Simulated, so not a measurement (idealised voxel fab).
This section sets out a process module, namely voxel gate over fins.
FYI the section here is cut, 170 nm wide, cells are 5 nm squares.
Square cells in a grid make up a cross-section in this document, and the grid is given as bands, listed from the top down, each one or more rows of cells.
Basically the band line says how high the top is and how high the bottom is, in nm, and then what's in it from left to right, every material with its width in nm. Empty space shows up as "blank", and if a single material carries "all across" it runs the full band edge to edge.
Heads up on the height convention: 0 is the point under which the incoming wafer is all one material, and the lowest band has no bottom, it just keeps going down, like "0..down".
The two numbers in a width such as "30..40" mark its ends across the band: the first belongs to the top row of cells, the second to the bottom row, and from each row to the next the width moves by the same amount.
"identical to before" after a step means that no cell of the cross-section changed.
"Sealed cavities" specifies each empty space that is not open to the top and that occupies no fewer than 8 cells, using the form width x height at distance, the distance measured from the left edge and all three quantities in nm.
Read whatever lies past the settings on a step's line as the simulator's own remark about the step.
overlay nm: mask right of planned place by this much (step with mask). Neg. = left.
-- Set out below are the planned steps of the process
1 RECEIVE, material Si
2 CONFORMAL_DEP, material SiN, thk nm 5
3 PATTERN, tone cover, mask id FINS, material resist, width nm 15, pitch nm 60, thk nm 20, overlay nm 0
4 DIRECTIONAL_ETCH, etch materials SiN, depth nm 5
5 DIRECTIONAL_ETCH, etch materials Si, depth nm 40
6 STRIP, etch materials resist
7 OXIDIZE, depth nm 5
8 FILL_DEP, material SiO2, thk nm 15
9 CMP, height nm 5
10 DIRECTIONAL_DEP, material aC, thk nm 10
11 PATTERN, tone open, mask id RAIL, material resist, width nm 15, thk nm 25, overlay nm 0
12 DIRECTIONAL_ETCH, etch materials aC, depth nm 10
13 STRIP, etch materials resist
14 DIRECTIONAL_ETCH, etch materials SiO2, depth nm 40
15 STRIP, etch materials aC
16 CONFORMAL_DEP, material TiN, thk nm 5
17 FILL_DEP, material W, thk nm 10
18 CMP, height nm 5
19 SELECTIVE_ETCH, etch materials W Ru TiN, depth nm 20
20 FILL_DEP, material SiO2, thk nm 5
21 CMP, height nm 5
22 SELECTIVE_ETCH, etch materials SiO2, depth nm 15
23 STRIP, etch materials SiN
24 CONFORMAL_DEP, material HfO2, thk nm 5
25 CONFORMAL_DEP, material TiN, thk nm 5
26 FILL_DEP, material W, thk nm 15
27 CMP, height nm 20
28 CONFORMAL_DEP, material SiN, thk nm 10
Same starting wafers, different thk nm at step 2. Plan value belongs to the first wafer.
-- As-received cross-section, first of several wafers, post step 1
- 0..down = Si all across
- Sealed cavities: none
-- Basically each wafer gets a line in the table, showing it at the end of the module: material by material, the cells it gained (+) or lost (-) since we got it, then its closed voids
thk nm 5 | +46 HfO2 | -279 Si | +68 SiN | +205 SiO2 | +55 TiN | +109 W | Sealed cavities: none
thk nm 10 | +34 HfO2 | +68 SiN | +34 TiN | +68 W | Sealed cavities: none
thk nm 15 | +34 HfO2 | +68 SiN | +34 TiN | +68 W | Sealed cavities: none
thk nm 20 | +34 HfO2 | +68 SiN | +34 TiN | +68 W | Sealed cavities: none
